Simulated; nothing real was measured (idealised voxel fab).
The process module presented herein is designated voxel self aligned contacts.
Square cells of 5 nm make up the cross-section cut, whose width is 205 nm.
Cross-section layout: square cells on a grid; listed as bands, top to bottom; a band spans one or more cell rows. Band: top height; bottom height; in nm. Then, left to right: material with width in nm, for each material. "full width": a single material spanning edge to edge. "air": empty space. It should be noted that heights are counted from 0, beneath which the wafer as supplied is of one material throughout, and that the lowest band possesses no lower boundary but continues downward, as written in "0 nm and below". Read "30..40" as a graded width: first number on top, second number at the bottom, same change between each pair of neighbouring rows. The designation "nothing was modified", where it is given for a processing step, indicates that no cell of the cross-section was altered in the course of that step. Basically, "Enclosed void listing" tells you about the enclosed voids: empty spaces with no open way to the top, 8 cells or bigger, each written width x height at distance, where distance is from the left edge, all in nm. That trailing text on a step's line, after the settings, is the simulator's own remark on the step. A step line may carry the setting "overlay nm", which, for steps involving a mask, states the distance by which the mask lay to the right of its intended position; negative values denote displacement to the left.

Steps in the process plan:
| 1 | RECEIVE | material Si |
| 2 | OXIDIZE | depth nm 5 |
| 3 | DIRECTIONAL_DEP | material polySi | thk nm 20 |
| 4 | DIRECTIONAL_DEP | material SiN | thk nm 15 |
| 5 | DIRECTIONAL_DEP | material aC | thk nm 10 |
| 6 | PATTERN | tone cover | mask id GATE | material resist | width nm 30 | pitch nm 55 | thk nm 25 | overlay nm 0 |
| 7 | DIRECTIONAL_ETCH | etch materials aC | depth nm 10 |
| 8 | STRIP | etch materials resist |
| 9 | DIRECTIONAL_ETCH | etch materials SiN | depth nm 15 |
| 10 | DIRECTIONAL_ETCH | etch materials polySi | depth nm 20 |
| 11 | STRIP | etch materials aC |
| 12 | CONFORMAL_DEP | material SiN | thk nm 5 |
| 13 | DIRECTIONAL_ETCH | etch materials SiN | depth nm 5 |
| 14 | FILL_DEP | material SiO2 | thk nm 15 |
| 15 | CMP | height nm 40 |
| 16 | DIRECTIONAL_DEP | material aC | thk nm 10 |
| 17 | PATTERN | tone open | mask id CONTACT | material resist | width nm 35 | pitch nm 55 | thk nm 30 | overlay nm 0 |
| 18 | DIRECTIONAL_ETCH | etch materials aC | depth nm 10 |
| 19 | STRIP | etch materials resist |
| 20 | DIRECTIONAL_ETCH | etch materials SiO2 | depth nm 45 |
| 21 | STRIP | etch materials aC |
| 22 | CONFORMAL_DEP | material TiN | thk nm 5 |
| 23 | FILL_DEP | material Ru | thk nm 10 |
| 24 | CMP | height nm 40 |
| 25 | CONFORMAL_DEP | material SiN | thk nm 5 |

The first of two wafers, run as planned:

The cross-section here shows the wafer as received, i.e. in its state after step 1:
	0 nm and below: Si full width
	Enclosed void listing: none

Wafer section view after processing step 2:
	0 nm to -5 nm: SiO2 full width
	Everything below -5 is unchanged.

Wafer section view after processing step 3:
	20 nm to 0 nm: polySi full width
	Everything below 0 is unchanged.

Wafer section view after processing step 4:
	35 nm to 20 nm: SiN full width
	Everything below 20 is unchanged.

Wafer section view after processing step 5:
	45 nm to 35 nm: aC full width
	Everything below 35 is unchanged.

Wafer section view after processing step 6:
	70 nm to 45 nm: 30 air  30 resist  25 air  30 resist  25 air  30 resist  35 air
	Everything below 45 is unchanged.

Wafer section view after processing step 7:
	60 nm to 45 nm: 30 air  30 resist  25 air  30 resist  25 air  30 resist  35 air
	45 nm to 35 nm: 30 air  30 aC  25 air  30 aC  25 air  30 aC  35 air
	Everything below 35 is unchanged.

Wafer section view after processing step 8:
	45 nm to 35 nm: 30 air  30 aC  25 air  30 aC  25 air  30 aC  35 air
	Everything below 35 is unchanged.

Wafer section view after processing step 9:
	45 nm to 35 nm: 30 air  30 aC  25 air  30 aC  25 air  30 aC  35 air
	35 nm to 20 nm: 30 air  30 SiN  25 air  30 SiN  25 air  30 SiN  35 air
	Everything below 20 is unchanged.

Wafer section view after processing step 10:
	45 nm to 35 nm: 30 air  30 aC  25 air  30 aC  25 air  30 aC  35 air
	35 nm to 20 nm: 30 air  30 SiN  25 air  30 SiN  25 air  30 SiN  35 air
	20 nm to 0 nm: 30 air  30 polySi  25 air  30 polySi  25 air  30 polySi  35 air
	Everything below 0 is unchanged.

Wafer section view after processing step 11:
	35 nm to 20 nm: 30 air  30 SiN  25 air  30 SiN  25 air  30 SiN  35 air
	Everything below 20 is unchanged.

Wafer section view after processing step 12:
	40 nm to 20 nm: 25 air  40 SiN  15 air  40 SiN  15 air  40 SiN  30 air
	20 nm to 5 nm: 25 air  5 SiN  30 polySi  5 SiN  15 air  5 SiN  30 polySi  5 SiN  15 air  5 SiN  30 polySi  5 SiN  30 air
	5 nm to 0 nm: 30 SiN  30 polySi  25 SiN  30 polySi  25 SiN  30 polySi  35 SiN
	Everything below 0 is unchanged.

Wafer section view after processing step 13:
	35 nm to 20 nm: 25 air  40 SiN  15 air  40 SiN  15 air  40 SiN  30 air
	20 nm to 0 nm: 25 air  5 SiN  30 polySi  5 SiN  15 air  5 SiN  30 polySi  5 SiN  15 air  5 SiN  30 polySi  5 SiN  30 air
	Everything below 0 is unchanged.

Wafer section view after processing step 14:
	50 nm to 35 nm: SiO2 full width
	35 nm to 20 nm: 25 SiO2  40 SiN  15 SiO2  40 SiN  15 SiO2  40 SiN  30 SiO2
	20 nm to 0 nm: 25 SiO2  5 SiN  30 polySi  5 SiN  15 SiO2  5 SiN  30 polySi  5 SiN  15 SiO2  5 SiN  30 polySi  5 SiN  30 SiO2
	Everything below 0 is unchanged.

Wafer section view after processing step 15:
	40 nm to 35 nm: SiO2 full width
	Everything below 35 is unchanged.

Wafer section view after processing step 16:
	50 nm to 40 nm: aC full width
	Everything below 40 is unchanged.

Wafer section view after processing step 17:
	80 nm to 50 nm: 55 resist  35 air  20 resist  35 air  60 resist
	Everything below 50 is unchanged.

Wafer section view after processing step 18:
	70 nm to 50 nm: 55 resist  35 air  20 resist  35 air  60 resist
	50 nm to 40 nm: 55 aC  35 air  20 aC  35 air  60 aC
	Everything below 40 is unchanged.

Wafer section view after processing step 19:
	50 nm to 40 nm: 55 aC  35 air  20 aC  35 air  60 aC
	Everything below 40 is unchanged.

Wafer section view after processing step 20:
	50 nm to 40 nm: 55 aC  35 air  20 aC  35 air  60 aC
	40 nm to 35 nm: 55 SiO2  35 air  20 SiO2  35 air  60 SiO2
	35 nm to 20 nm: 25 SiO2  40 SiN  15 air  40 SiN  15 air  40 SiN  30 SiO2
	20 nm to 0 nm: 25 SiO2  5 SiN  30 polySi  5 SiN  15 air  5 SiN  30 polySi  5 SiN  15 air  5 SiN  30 polySi  5 SiN  30 SiO2
	0 nm to -5 nm: 65 SiO2  15 air  40 SiO2  15 air  70 SiO2
	Everything below -5 is unchanged.

Wafer section view after processing step 21:
	40 nm to 35 nm: 55 SiO2  35 air  20 SiO2  35 air  60 SiO2
	Everything below 35 is unchanged.

Wafer section view after processing step 22:
	45 nm to 40 nm: 60 TiN  25 air  30 TiN  25 air  65 TiN
	40 nm to 35 nm: 55 SiO2  15 TiN  5 air  15 TiN  20 SiO2  15 TiN  5 air  15 TiN  60 SiO2
	35 nm to 20 nm: 25 SiO2  40 SiN  5 TiN  5 air  5 TiN  40 SiN  5 TiN  5 air  5 TiN  40 SiN  30 SiO2
	20 nm to 0 nm: 25 SiO2  5 SiN  30 polySi  5 SiN  5 TiN  5 air  5 TiN  5 SiN  30 polySi  5 SiN  5 TiN  5 air  5 TiN  5 SiN  30 polySi  5 SiN  30 SiO2
	0 nm to -5 nm: 65 SiO2  15 TiN  40 SiO2  15 TiN  70 SiO2
	Everything below -5 is unchanged.

Wafer section view after processing step 23:
	55 nm to 45 nm: Ru full width
	45 nm to 40 nm: 60 TiN  25 Ru  30 TiN  25 Ru  65 TiN
	40 nm to 35 nm: 55 SiO2  15 TiN  5 Ru  15 TiN  20 SiO2  15 TiN  5 Ru  15 TiN  60 SiO2
	35 nm to 20 nm: 25 SiO2  40 SiN  5 TiN  5 Ru  5 TiN  40 SiN  5 TiN  5 Ru  5 TiN  40 SiN  30 SiO2
	20 nm to 0 nm: 25 SiO2  5 SiN  30 polySi  5 SiN  5 TiN  5 Ru  5 TiN  5 SiN  30 polySi  5 SiN  5 TiN  5 Ru  5 TiN  5 SiN  30 polySi  5 SiN  30 SiO2
	Everything below 0 is unchanged.

Wafer section view after processing step 24:
	40 nm to 35 nm: 55 SiO2  15 TiN  5 Ru  15 TiN  20 SiO2  15 TiN  5 Ru  15 TiN  60 SiO2
	Everything below 35 is unchanged.

Wafer section view after processing step 25:
	45 nm to 40 nm: SiN full width
	Everything below 40 is unchanged.

For the second wafer, take the first wafer's start and plan, then add one mistake made in running it; everything through step 3, that step included, is shared with the first:

Cross-section of the second wafer at the time step 4 of the plan should have ended:
	45 nm to 20 nm: SiN full width
	Everything below 20 is unchanged.

Cross-section of the second wafer at the time step 5 of the plan should have ended:
	55 nm to 45 nm: aC full width
	Everything below 45 is unchanged.

Cross-section of the second wafer at the time step 6 of the plan should have ended:
	80 nm to 55 nm: 30 air  30 resist  25 air  30 resist  25 air  30 resist  35 air
	Everything below 55 is unchanged.

Cross-section of the second wafer at the time step 7 of the plan should have ended:
	70 nm to 55 nm: 30 air  30 resist  25 air  30 resist  25 air  30 resist  35 air
	55 nm to 45 nm: 30 air  30 aC  25 air  30 aC  25 air  30 aC  35 air
	Everything below 45 is unchanged.

Cross-section of the second wafer at the time step 8 of the plan should have ended:
	55 nm to 45 nm: 30 air  30 aC  25 air  30 aC  25 air  30 aC  35 air
	Everything below 45 is unchanged.

Cross-section of the second wafer at the time step 9 of the plan should have ended:
	55 nm to 45 nm: 30 air  30 aC  25 air  30 aC  25 air  30 aC  35 air
	45 nm to 30 nm: 30 air  30 SiN  25 air  30 SiN  25 air  30 SiN  35 air
	Everything below 30 is unchanged.

Cross-section of the second wafer at the time step 10 of the plan should have ended: nothing was modified

Cross-section of the second wafer at the time step 11 of the plan should have ended:
	45 nm to 30 nm: 30 air  30 SiN  25 air  30 SiN  25 air  30 SiN  35 air
	Everything below 30 is unchanged.

Cross-section of the second wafer at the time step 12 of the plan should have ended:
	50 nm to 35 nm: 25 air  40 SiN  15 air  40 SiN  15 air  40 SiN  30 air
	35 nm to 20 nm: SiN full width
	Everything below 20 is unchanged.

Cross-section of the second wafer at the time step 13 of the plan should have ended:
	45 nm to 30 nm: 25 air  40 SiN  15 air  40 SiN  15 air  40 SiN  30 air
	Everything below 30 is unchanged.

Cross-section of the second wafer at the time step 14 of the plan should have ended:
	60 nm to 45 nm: SiO2 full width
	45 nm to 30 nm: 25 SiO2  40 SiN  15 SiO2  40 SiN  15 SiO2  40 SiN  30 SiO2
	Everything below 30 is unchanged.

Cross-section of the second wafer at the time step 15 of the plan should have ended:
	40 nm to 30 nm: 25 SiO2  40 SiN  15 SiO2  40 SiN  15 SiO2  40 SiN  30 SiO2
	Everything below 30 is unchanged.

Cross-section of the second wafer at the time step 16 of the plan should have ended:
	50 nm to 40 nm: aC full width
	Everything below 40 is unchanged.

Cross-section of the second wafer at the time step 17 of the plan should have ended:
	80 nm to 50 nm: 55 resist  35 air  20 resist  35 air  60 resist
	Everything below 50 is unchanged.

Cross-section of the second wafer at the time step 18 of the plan should have ended:
	70 nm to 50 nm: 55 resist  35 air  20 resist  35 air  60 resist
	50 nm to 40 nm: 55 aC  35 air  20 aC  35 air  60 aC
	Everything below 40 is unchanged.

Cross-section of the second wafer at the time step 19 of the plan should have ended:
	50 nm to 40 nm: 55 aC  35 air  20 aC  35 air  60 aC
	Everything below 40 is unchanged.

Cross-section of the second wafer at the time step 20 of the plan should have ended:
	50 nm to 40 nm: 55 aC  35 air  20 aC  35 air  60 aC
	40 nm to 30 nm: 25 SiO2  40 SiN  15 air  40 SiN  15 air  40 SiN  30 SiO2
	Everything below 30 is unchanged.

Cross-section of the second wafer at the time step 21 of the plan should have ended:
	40 nm to 30 nm: 25 SiO2  40 SiN  15 air  40 SiN  15 air  40 SiN  30 SiO2
	Everything below 30 is unchanged.

Cross-section of the second wafer at the time step 22 of the plan should have ended:
	45 nm to 40 nm: 70 TiN  5 air  50 TiN  5 air  75 TiN
	40 nm to 35 nm: 25 SiO2  40 SiN  5 TiN  5 air  5 TiN  40 SiN  5 TiN  5 air  5 TiN  40 SiN  30 SiO2
	35 nm to 30 nm: 25 SiO2  40 SiN  15 TiN  40 SiN  15 TiN  40 SiN  30 SiO2
	Everything below 30 is unchanged.

Cross-section of the second wafer at the time step 23 of the plan should have ended:
	55 nm to 45 nm: Ru full width
	45 nm to 40 nm: 70 TiN  5 Ru  50 TiN  5 Ru  75 TiN
	40 nm to 35 nm: 25 SiO2  40 SiN  5 TiN  5 Ru  5 TiN  40 SiN  5 TiN  5 Ru  5 TiN  40 SiN  30 SiO2
	Everything below 35 is unchanged.

Cross-section of the second wafer at the time step 24 of the plan should have ended:
	40 nm to 35 nm: 25 SiO2  40 SiN  5 TiN  5 Ru  5 TiN  40 SiN  5 TiN  5 Ru  5 TiN  40 SiN  30 SiO2
	Everything below 35 is unchanged.

Cross-section of the second wafer at the time step 25 of the plan should have ended:
	45 nm to 40 nm: SiN full width
	Everything below 40 is unchanged.
What was the processing mistake? so step 4 ended up running with a different setting than we planned, it ran as DIRECTIONAL_DEP | material SiN | thk nm 25
End of process, cell counts, second wafer against first, materials with more or fewer: 14 fewer of Ru; 34 more of SiN; 76 fewer of SiO2; 36 fewer of TiN; 92 more of polySi
